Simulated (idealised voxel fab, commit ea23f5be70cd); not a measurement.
Process module heading - voxel self aligned contacts
Cross-sectional view cut (width: 180 nm; square cell size: 5 nm).
Think of the cross-section as a grid of square cells. We describe it in bands, top to bottom, and each band covers one or more rows of those cells. Heights first: top, then bottom, in nm. Then materials, left to right, each with a width in nm. "all across" on a single material: fills the band edge to edge. "air": empty space. Beneath 0, the wafer as received is one material, and that level is where height counting begins. The lowest band goes on downward without a bottom; it is written like "0 -> down". A two-number width, for instance "30->40", indicates that the width is equal to the first number in the top row of the band and to the second number in the bottom row, and that it changes by a constant amount per row of cells. The designation "no change occurred", where it is given for a processing step, indicates that no cell of the cross-section was altered in the course of that step. "Voids, enclosed": empty spaces of 8 cells or more with no open way to the top, each given as width x height at distance, distance from the left edge, all in nm. Anything after a step's settings on that line? It's the simulator's own note about the step. What "overlay nm" on a step's line means: if the step has a mask, that mask lay this far to the right of its planned place, or, when the value is negative, to the left.

# The steps planned for the process are as follows
- 1: RECEIVE with material Si
- 2: CONFORMAL_DEP with material SiO2, thk nm 5
- 3: DIRECTIONAL_DEP with material polySi, thk nm 25
- 4: DIRECTIONAL_DEP with material SiN, thk nm 20
- 5: PATTERN with tone cover, mask id GATE, material resist, width nm 25, pitch nm 65, thk nm 20, overlay nm 0
- 6: DIRECTIONAL_ETCH with etch materials SiN, depth nm 20
- 7: DIRECTIONAL_ETCH with etch materials polySi, depth nm 25
- 8: STRIP with etch materials resist
- 9: CONFORMAL_DEP with material SiN, thk nm 10
- 10: DIRECTIONAL_ETCH with etch materials SiN, depth nm 10
- 11: FILL_DEP with material SiO2, thk nm 20
- 12: CMP with height nm 60
- 13: PATTERN with tone open, mask id CONTACT, material resist, width nm 50, thk nm 15, overlay nm 0
- 14: DIRECTIONAL_ETCH with etch materials SiO2, depth nm 60
- 15: STRIP with etch materials resist
- 16: CONFORMAL_DEP with material TiN, thk nm 5
- 17: FILL_DEP with material Ru, thk nm 5
- 18: CMP with height nm 60
- 19: CONFORMAL_DEP with material SiCN, thk nm 5

# Wafer as received: cross-section following step 1
0 -> down  Si all across
Voids, enclosed: none

# First of two wafers at the end of the module, shown in cross-section; run carried out as planned
65 -> 60  SiCN all across
60 -> 50  SiO2 65 nm, TiN 5->20 nm, Ru 40->10 nm, TiN 5->20 nm, SiO2 65 nm
50 -> 30  SiO2 35 nm, SiN 45 nm, TiN 5 nm, Ru 10 nm, TiN 5 nm, SiN 45 nm, SiO2 35 nm
30 -> 5  SiO2 35 nm, SiN 10 nm, polySi 25 nm, SiN 10 nm, TiN 5 nm, Ru 10 nm, TiN 5 nm, SiN 10 nm, polySi 25 nm, SiN 10 nm, SiO2 35 nm
5 -> 0  SiO2 80 nm, TiN 20 nm, SiO2 80 nm
0 -> down  Si all across
Voids, enclosed: none

# This cross-section belongs to the second wafer of two at the end of the module; the start and the plan were shared with the first, and the run included one mistake
65 -> 60  SiCN all across
60 -> 50  SiO2 65 nm, TiN 5->20 nm, Ru 40->10 nm, TiN 5->20 nm, SiO2 65 nm
50 -> 30  SiO2 35 nm, SiN 10 nm, polySi 25 nm, SiN 10 nm, TiN 5 nm, Ru 10 nm, TiN 5 nm, SiN 10 nm, polySi 25 nm, SiN 10 nm, SiO2 35 nm
30 -> 25  SiO2 35 nm, SiN 10 nm, polySi 25 nm, SiN 10 nm, TiN 20 nm, SiN 10 nm, polySi 25 nm, SiN 10 nm, SiO2 35 nm
25 -> 5  SiN all across
5 -> 0  SiO2 all across
0 -> down  Si all across
Voids, enclosed: none
Short version of what went wrong: steps 3 and 4 traded places in the executed sequence
Wrapping up, a cell-based count of both wafers puts the second over or under the first for these materials: Ru -10; SiN +72; SiO2 -52; TiN -10
